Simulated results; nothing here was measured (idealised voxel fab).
This is a process module. Its name is voxel plated lines.
In the cross-section labelled cut, the width is 175 nm and each square cell is 5 nm.
Each cross-section below is a grid of square cells, stated as bands in top-down order, with one or more rows of cells making up each band. Top, bottom (nm), then materials left to right with widths (nm); lone material tagged "all across" fills the whole band edge to edge; "empty" = empty space. Ref level 0: as-received wafer is one material below here. Bottom band extends down with no lower bound ("0 down"). When a width is written as two numbers, as in "30 to 40", the first number is the width in the top row of cells of the band and the second is the width in its bottom row, and the width changes by the same amount from each row to the next. "no modifications" (step): cross-section cells unchanged, all of them. Look at "Closed void roster" for the closed voids: empty spaces with no open path to the top, sized 8 cells or up. Each is width x height at distance, distance from the left edge, all nm. Text after the settings on a step's line: the simulator's own remark on that step. If you see "overlay nm" on a step's line and that step has a mask, it's telling you how far right of where it was planned the mask ended up; a negative number means it went left instead.
# Set out below are the planned steps of the process
step 1: op RECEIVE | material Si
step 2: op CONFORMAL_DEP | material SiO2 | thk nm 5
step 3: op DIRECTIONAL_DEP | material TiN | thk nm 5
step 4: op PATTERN | tone open | mask id LINES | material resist | width nm 15 | pitch nm 35 | thk nm 20 | overlay nm 0
step 5: op EPI | material Ru | thk nm 10
step 6: op STRIP | etch materials resist
step 7: op DIRECTIONAL_ETCH | etch materials TiN | depth nm 5
step 8: op CONFORMAL_DEP | material SiCN | thk nm 10
# Step 1 complete: cross-section of the wafer as received
> 0 down: Si all across
> Closed void roster: none
# Result of the module, cross-sectioned: start per above, plan per above, one error in how it was run
> 20 to 10: SiCN all across
> 10 to 5: SiO2 all across
> 5 to 0: TiN all across
> 0 down: Si all across
> Closed void roster: none
Plan not followed: it was found that steps 2 and 3 of the process plan had been performed in exchanged positions
